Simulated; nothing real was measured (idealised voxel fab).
The process module presented herein is designated voxel capacitor over wiring.
Each square cell in cross-section cut measures 5 nm, and the section as a whole is 175 nm wide.
Throughout this document, each cross-section is represented as a grid of square cells and is presented as a sequence of bands enumerated from the top downward, where a band comprises one or more rows of cells. Top height, bottom height, nm. Materials left to right, width each, nm. Single material + "all across" = fills band edge to edge. "blank" = empty. Ref level 0: as-received wafer is one material below here. Bottom band extends down with no lower bound ("0 nm and below"). When a width is written as two numbers, as in "30->40", the first number is the width in the top row of cells of the band and the second is the width in its bottom row, and the width changes by the same amount from each row to the next. "remained the same" after a step means that no cell of the cross-section changed. In the "Enclosed void entries" entry, you get each enclosed empty space of 8 cells or more, one with no open way to the top, written width x height at distance, distance from the left edge, in nm. Anything after a step's settings on that line? It's the simulator's own note about the step. What "overlay nm" on a step's line means: if the step has a mask, that mask lay this far to the right of its planned place, or, when the value is negative, to the left.
PLANNED PROCESS STEPS
1: RECEIVE (material Si)
2: CONFORMAL_DEP (material SiO2; thk nm 10)
3: CONFORMAL_DEP (material SiN; thk nm 5)
4: DIRECTIONAL_DEP (material lowk; thk nm 25)
5: MASKED_ETCH (tone open; mask id METAL_1; width nm 20; pitch nm 75; etch materials lowk; depth nm 25; overlay nm 0)
6: MASKED_ETCH (tone open; mask id METAL_1; width nm 20; pitch nm 75; etch materials SiN; depth nm 5; overlay nm 0)
7: CONFORMAL_DEP (material TiN; thk nm 5)
8: FILL_DEP (material Cu; thk nm 10)
9: CMP (height nm 40)
10: EPI (material Ru; thk nm 5)
11: FILL_DEP (material SiCN; thk nm 5)
12: DIRECTIONAL_DEP (material lowk; thk nm 20)
13: PATTERN (tone open; mask id PLUG_1; material resist; width nm 15; thk nm 15; overlay nm 0)
14: DIRECTIONAL_ETCH (etch materials lowk; depth nm 20)
15: DIRECTIONAL_ETCH (etch materials SiCN; depth nm 5)
16: STRIP (etch materials resist)
17: CONFORMAL_DEP (material TiN; thk nm 5)
18: FILL_DEP (material Cu; thk nm 10)
19: CMP (height nm 70)
20: DIRECTIONAL_DEP (material TiN; thk nm 10)
21: DIRECTIONAL_DEP (material SiN; thk nm 5)
22: DIRECTIONAL_DEP (material TiN; thk nm 10)
23: DIRECTIONAL_DEP (material aC; thk nm 15)
24: PATTERN (tone cover; mask id UPPER_PLATE; material resist; width nm 60; thk nm 35; overlay nm 0)
25: DIRECTIONAL_ETCH (etch materials aC; depth nm 15)
26: STRIP (etch materials resist)
27: DIRECTIONAL_ETCH (etch materials TiN; depth nm 10)
28: DIRECTIONAL_ETCH (etch materials SiN; depth nm 5)
29: STRIP (etch materials aC)
30: DIRECTIONAL_DEP (material aC; thk nm 15)
31: PATTERN (tone cover; mask id LOWER_PLATE; material resist; width nm 70; thk nm 30; overlay nm 0)
32: DIRECTIONAL_ETCH (etch materials aC; depth nm 15)
33: STRIP (etch materials resist)
34: DIRECTIONAL_ETCH (etch materials TiN; depth nm 10)
35: STRIP (etch materials aC)
36: FILL_DEP (material SiO2; thk nm 15)
37: CMP (height nm 105)
38: MASKED_ETCH (tone open; mask id PLUG_2; width nm 15; etch materials SiO2; depth nm 10; overlay nm 0)
39: CONFORMAL_DEP (material TiN; thk nm 5)
40: FILL_DEP (material Ru; thk nm 5)
41: CMP (height nm 105)
42: CONFORMAL_DEP (material SiCN; thk nm 5)
CROSS-SECTION OF THE WAFER UPON ARRIVAL, REPRESENTING THE STATE REACHED AFTER STEP 1
- 0 nm and below = Si all across
- Enclosed void entries: none
THE FOLLOWING CROSS-SECTION DEPICTS THE WAFER UPON CONCLUSION OF THE MODULE. PROCESSING COMMENCED FROM THE STARTING CONDITION ILLUSTRATED ABOVE AND ADHERED TO THE PLAN ILLUSTRATED ABOVE, SAVE FOR ONE MISTAKE IN EXECUTION
- 110 nm to 105 nm = SiCN all across
- 105 nm to 95 nm = SiN all across
- 95 nm to 85 nm = TiN all across
- 85 nm to 80 nm = SiN all across
- 80 nm to 70 nm = TiN all across
- 70 nm to 50 nm = lowk 45 nm; TiN 5 nm; Cu 5 nm; TiN 5 nm; lowk 115 nm
- 50 nm to 45 nm = SiCN 45 nm; TiN 15 nm; SiCN 115 nm
- 45 nm to 40 nm = SiCN 35 nm; Ru 30 nm; SiCN 45 nm; Ru 30 nm; SiCN 35 nm
- 40 nm to 15 nm = lowk 40 nm; TiN 5 nm; Cu 10 nm; TiN 5 nm; lowk 55 nm; TiN 5 nm; Cu 10 nm; TiN 5 nm; lowk 40 nm
- 15 nm to 10 nm = SiN 40 nm; TiN 20 nm; SiN 55 nm; TiN 20 nm; SiN 40 nm
- 10 nm to 0 nm = SiO2 all across
- 0 nm and below = Si all across
- Enclosed void entries: none
what went wrong: planned and actual differ for step 23; actual: DIRECTIONAL_DEP (material SiN; thk nm 15)
